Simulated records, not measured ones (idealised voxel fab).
The process module that follows is named voxel released beams.
Displayed cross-section: cut, width of 175 nm, square cells sized 5 nm.
A cross-section in this document is a grid of square cells, and it is written down as bands, the top band listed before the ones below it; a band is made up of one or more rows of cells. The band entry comprises the height of the band's top followed by the height of its bottom, expressed in nm, and subsequently the band's materials from left to right, each stated together with its width in nm. Where a single material is marked with the word "edge to edge", that material fills the band from edge to edge. The word "empty" represents empty space. Heights are reckoned from 0. Under this level, the received wafer is all of one material. The bottommost band is open-ended downward, for example "0 and below". Width spec "30->40" -> top row of cells at first value, bottom row at second value, equal per-row change in between. "no change occurred" for a step: no cell of the cross-section changed in that step. In the "Enclosed void listing" entry, you get each enclosed empty space of 8 cells or more, one with no open way to the top, written width x height at distance, distance from the left edge, in nm. Whatever follows a step's settings on its line is a remark the simulator itself makes about that step. overlay nm: for a step with a mask, the amount by which the mask lay right of where it was planned; a negative amount means left of it.

# The steps planned for the process are as follows
1,RECEIVE: material Si
2,CONFORMAL_DEP: material SiN, thk nm 10
3,DIRECTIONAL_DEP: material SiO2, thk nm 10
4,MASKED_ETCH: tone open, mask id ANCHOR, width nm 25, etch materials SiO2, depth nm 10, overlay nm 0
5,CONFORMAL_DEP: material W, thk nm 10
6,PATTERN: tone cover, mask id BEAM, material resist, width nm 70, thk nm 15, overlay nm 0
7,DIRECTIONAL_ETCH: etch materials W, depth nm 10
8,STRIP: etch materials resist
9,STRIP: etch materials SiO2

# Cross-section of the wafer at receipt, which is the condition after step 1
  0 and below | Si edge to edge
  Enclosed void listing: none

# Final wafer profile in cross-section after the module, from the same start and plan as above, with one mistake made during processing
  20 down to 10 | empty 50 nm, then W 15 nm, then empty 5 nm, then W 50 nm, then empty 55 nm
  10 down to 0 | empty 55 nm, then W 25 nm, then empty 95 nm
  0 and below | Si edge to edge
  Enclosed void listing: none
Here's what went sideways: step 2 was left out
